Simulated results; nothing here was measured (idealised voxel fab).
process module | voxel self aligned vias
cross-section cut | 250 nm wide | cells 5 nm
A cross-section is a grid of square cells, given in bands from the top down. A band is one or more rows of cells.
Each band's line starts with the height of the band's top and of its bottom, in nm. Then come its materials from left to right, each with its width in nm. One material with "throughout" fills the band from edge to edge. "air" is empty space.
Height 0 is the level under which the wafer as received is all one material. The lowest band goes on downwards, as in "0 down".
A width such as "30 to 40" changes by the same amount from each row of cells to the next, from the band's top row to its bottom row.
"no change" after a step means that no cell of the cross-section changed.
closed voids: empty space of 8 cells or more with no open way to the top, each as width x height at its distance from the left edge, in nm
after a step's settings: what the simulator itself notes on the step
overlay nm, on a step with a mask: how far to the right of its planned place the mask lay; to the left if negative
plan
1 op RECEIVE | material Si
2 op CONFORMAL_DEP | material SiO2 | thk nm 15
3 op CONFORMAL_DEP | material SiCN | thk nm 5
4 op DIRECTIONAL_DEP | material SiO2 | thk nm 30
5 op DIRECTIONAL_DEP | material aC | thk nm 15
6 op PATTERN | tone open | mask id LINES | material resist | width nm 30 | pitch nm 75 | thk nm 35 | overlay nm 0
7 op DIRECTIONAL_ETCH | etch materials aC | depth nm 15
8 op STRIP | etch materials resist
9 op DIRECTIONAL_ETCH | etch materials SiO2 | depth nm 30
10 op STRIP | etch materials aC
11 op CONFORMAL_DEP | material TiN | thk nm 5
12 op FILL_DEP | material W | thk nm 10
13 op CMP | height nm 50
14 op SELECTIVE_ETCH | etch materials W Ru TiN | depth nm 5
15 op FILL_DEP | material SiN | thk nm 5
16 op CMP | height nm 50
17 op DIRECTIONAL_DEP | material SiO2 | thk nm 20
18 op PATTERN | tone open | mask id VIAS | material resist | width nm 50 | pitch nm 150 | thk nm 15 | overlay nm 0
19 op DIRECTIONAL_ETCH | etch materials SiO2 | depth nm 20
20 op DIRECTIONAL_ETCH | etch materials SiN | depth nm 5
21 op STRIP | etch materials resist
22 op CONFORMAL_DEP | material TiN | thk nm 5
23 op FILL_DEP | material Cu | thk nm 10
24 op CMP | height nm 70
25 op CONFORMAL_DEP | material SiN | thk nm 5
first wafer, as planned
as received, after step 1
  0 down: Si throughout
  closed voids: none
after step 2
  15 to 0: SiO2 throughout
  below 0: unchanged
after step 3
  20 to 15: SiCN throughout
  below 15: unchanged
after step 4
  50 to 20: SiO2 throughout
  below 20: unchanged
after step 5
  65 to 50: aC throughout
  below 50: unchanged
after step 6
  100 to 65: resist 35 | air 30 | resist 45 | air 30 | resist 45 | air 30 | resist 35
  below 65: unchanged
after step 7
  85 to 65: resist 35 | air 30 | resist 45 | air 30 | resist 45 | air 30 | resist 35
  65 to 50: aC 35 | air 30 | aC 45 | air 30 | aC 45 | air 30 | aC 35
  below 50: unchanged
after step 8
  65 to 50: aC 35 | air 30 | aC 45 | air 30 | aC 45 | air 30 | aC 35
  below 50: unchanged
after step 9
  65 to 50: aC 35 | air 30 | aC 45 | air 30 | aC 45 | air 30 | aC 35
  50 to 20: SiO2 35 | air 30 | SiO2 45 | air 30 | SiO2 45 | air 30 | SiO2 35
  below 20: unchanged
after step 10
  50 to 20: SiO2 35 | air 30 | SiO2 45 | air 30 | SiO2 45 | air 30 | SiO2 35
  below 20: unchanged
after step 11
  55 to 50: TiN 40 | air 20 | TiN 55 | air 20 | TiN 55 | air 20 | TiN 40
  50 to 25: SiO2 35 | TiN 5 | air 20 | TiN 5 | SiO2 45 | TiN 5 | air 20 | TiN 5 | SiO2 45 | TiN 5 | air 20 | TiN 5 | SiO2 35
  25 to 20: SiO2 35 | TiN 30 | SiO2 45 | TiN 30 | SiO2 45 | TiN 30 | SiO2 35
  below 20: unchanged
after step 12
  65 to 55: W throughout
  55 to 50: TiN 40 | W 20 | TiN 55 | W 20 | TiN 55 | W 20 | TiN 40
  50 to 25: SiO2 35 | TiN 5 | W 20 | TiN 5 | SiO2 45 | TiN 5 | W 20 | TiN 5 | SiO2 45 | TiN 5 | W 20 | TiN 5 | SiO2 35
  below 25: unchanged
after step 13
  50 to 25: SiO2 35 | TiN 5 | W 20 | TiN 5 | SiO2 45 | TiN 5 | W 20 | TiN 5 | SiO2 45 | TiN 5 | W 20 | TiN 5 | SiO2 35
  below 25: unchanged
after step 14
  50 to 45: SiO2 35 | air 30 | SiO2 45 | air 30 | SiO2 45 | air 30 | SiO2 35
  below 45: unchanged
after step 15
  55 to 50: SiN throughout
  50 to 45: SiO2 35 | SiN 30 | SiO2 45 | SiN 30 | SiO2 45 | SiN 30 | SiO2 35
  below 45: unchanged
after step 16
  50 to 45: SiO2 35 | SiN 30 | SiO2 45 | SiN 30 | SiO2 45 | SiN 30 | SiO2 35
  below 45: unchanged
after step 17
  70 to 50: SiO2 throughout
  below 50: unchanged
after step 18
  85 to 70: resist 25 | air 50 | resist 100 | air 50 | resist 25
  below 70: unchanged
after step 19
  85 to 70: resist 25 | air 50 | resist 100 | air 50 | resist 25
  70 to 50: SiO2 25 | air 50 | SiO2 100 | air 50 | SiO2 25
  below 50: unchanged
after step 20
  85 to 70: resist 25 | air 50 | resist 100 | air 50 | resist 25
  70 to 50: SiO2 25 | air 50 | SiO2 100 | air 50 | SiO2 25
  50 to 45: SiO2 35 | air 30 | SiO2 45 | SiN 30 | SiO2 45 | air 30 | SiO2 35
  below 45: unchanged
after step 21
  70 to 50: SiO2 25 | air 50 | SiO2 100 | air 50 | SiO2 25
  below 50: unchanged
after step 22
  75 to 70: TiN 30 | air 40 | TiN 110 | air 40 | TiN 30
  70 to 55: SiO2 25 | TiN 5 | air 40 | TiN 5 | SiO2 100 | TiN 5 | air 40 | TiN 5 | SiO2 25
  55 to 50: SiO2 25 | TiN 15 | air 20 | TiN 15 | SiO2 100 | TiN 15 | air 20 | TiN 15 | SiO2 25
  50 to 45: SiO2 35 | TiN 30 | SiO2 45 | SiN 30 | SiO2 45 | TiN 30 | SiO2 35
  below 45: unchanged
after step 23
  85 to 75: Cu throughout
  75 to 70: TiN 30 | Cu 40 | TiN 110 | Cu 40 | TiN 30
  70 to 55: SiO2 25 | TiN 5 | Cu 40 | TiN 5 | SiO2 100 | TiN 5 | Cu 40 | TiN 5 | SiO2 25
  55 to 50: SiO2 25 | TiN 15 | Cu 20 | TiN 15 | SiO2 100 | TiN 15 | Cu 20 | TiN 15 | SiO2 25
  below 50: unchanged
after step 24
  70 to 55: SiO2 25 | TiN 5 | Cu 40 | TiN 5 | SiO2 100 | TiN 5 | Cu 40 | TiN 5 | SiO2 25
  below 55: unchanged
after step 25
  75 to 70: SiN throughout
  below 70: unchanged
second wafer: like start, like plan, one mistake. Through step 2 it matches the first wafer
when step 3 should have ended
  45 to 0: SiO2 throughout
  below 0: unchanged
when step 4 should have ended
  50 to 45: SiCN throughout
  below 45: unchanged
when step 5 should have ended
  65 to 50: aC throughout
  below 50: unchanged
when step 6 should have ended
  100 to 65: resist 35 | air 30 | resist 45 | air 30 | resist 45 | air 30 | resist 35
  below 65: unchanged
when step 7 should have ended
  85 to 65: resist 35 | air 30 | resist 45 | air 30 | resist 45 | air 30 | resist 35
  65 to 50: aC 35 | air 30 | aC 45 | air 30 | aC 45 | air 30 | aC 35
  below 50: unchanged
when step 8 should have ended
  65 to 50: aC 35 | air 30 | aC 45 | air 30 | aC 45 | air 30 | aC 35
  below 50: unchanged
when step 9 should have ended: no change
when step 10 should have ended
  50 to 45: SiCN throughout
  below 45: unchanged
when step 11 should have ended
  55 to 50: TiN throughout
  below 50: unchanged
when step 12 should have ended
  65 to 55: W throughout
  below 55: unchanged
when step 13 should have ended
  50 to 45: SiCN throughout
  below 45: unchanged
when step 14 should have ended: no change
when step 15 should have ended
  55 to 50: SiN throughout
  below 50: unchanged
when step 16 should have ended
  50 to 45: SiCN throughout
  below 45: unchanged
when step 17 should have ended
  70 to 50: SiO2 throughout
  below 50: unchanged
when step 18 should have ended
  85 to 70: resist 25 | air 50 | resist 100 | air 50 | resist 25
  below 70: unchanged
when step 19 should have ended
  85 to 70: resist 25 | air 50 | resist 100 | air 50 | resist 25
  70 to 50: SiO2 25 | air 50 | SiO2 100 | air 50 | SiO2 25
  below 50: unchanged
when step 20 should have ended: no change
when step 21 should have ended
  70 to 50: SiO2 25 | air 50 | SiO2 100 | air 50 | SiO2 25
  below 50: unchanged
when step 22 should have ended
  75 to 70: TiN 30 | air 40 | TiN 110 | air 40 | TiN 30
  70 to 55: SiO2 25 | TiN 5 | air 40 | TiN 5 | SiO2 100 | TiN 5 | air 40 | TiN 5 | SiO2 25
  55 to 50: SiO2 25 | TiN 50 | SiO2 100 | TiN 50 | SiO2 25
  below 50: unchanged
when step 23 should have ended
  85 to 75: Cu throughout
  75 to 70: TiN 30 | Cu 40 | TiN 110 | Cu 40 | TiN 30
  70 to 55: SiO2 25 | TiN 5 | Cu 40 | TiN 5 | SiO2 100 | TiN 5 | Cu 40 | TiN 5 | SiO2 25
  below 55: unchanged
when step 24 should have ended
  70 to 55: SiO2 25 | TiN 5 | Cu 40 | TiN 5 | SiO2 100 | TiN 5 | Cu 40 | TiN 5 | SiO2 25
  below 55: unchanged
when step 25 should have ended
  75 to 70: SiN throughout
  below 70: unchanged
what went wrong: steps 3 and 4 were swapped
at the end the second wafer has, in cells: 8 fewer of Cu | 6 fewer of SiN | 108 more of SiO2 | 46 fewer of TiN | 48 fewer of W
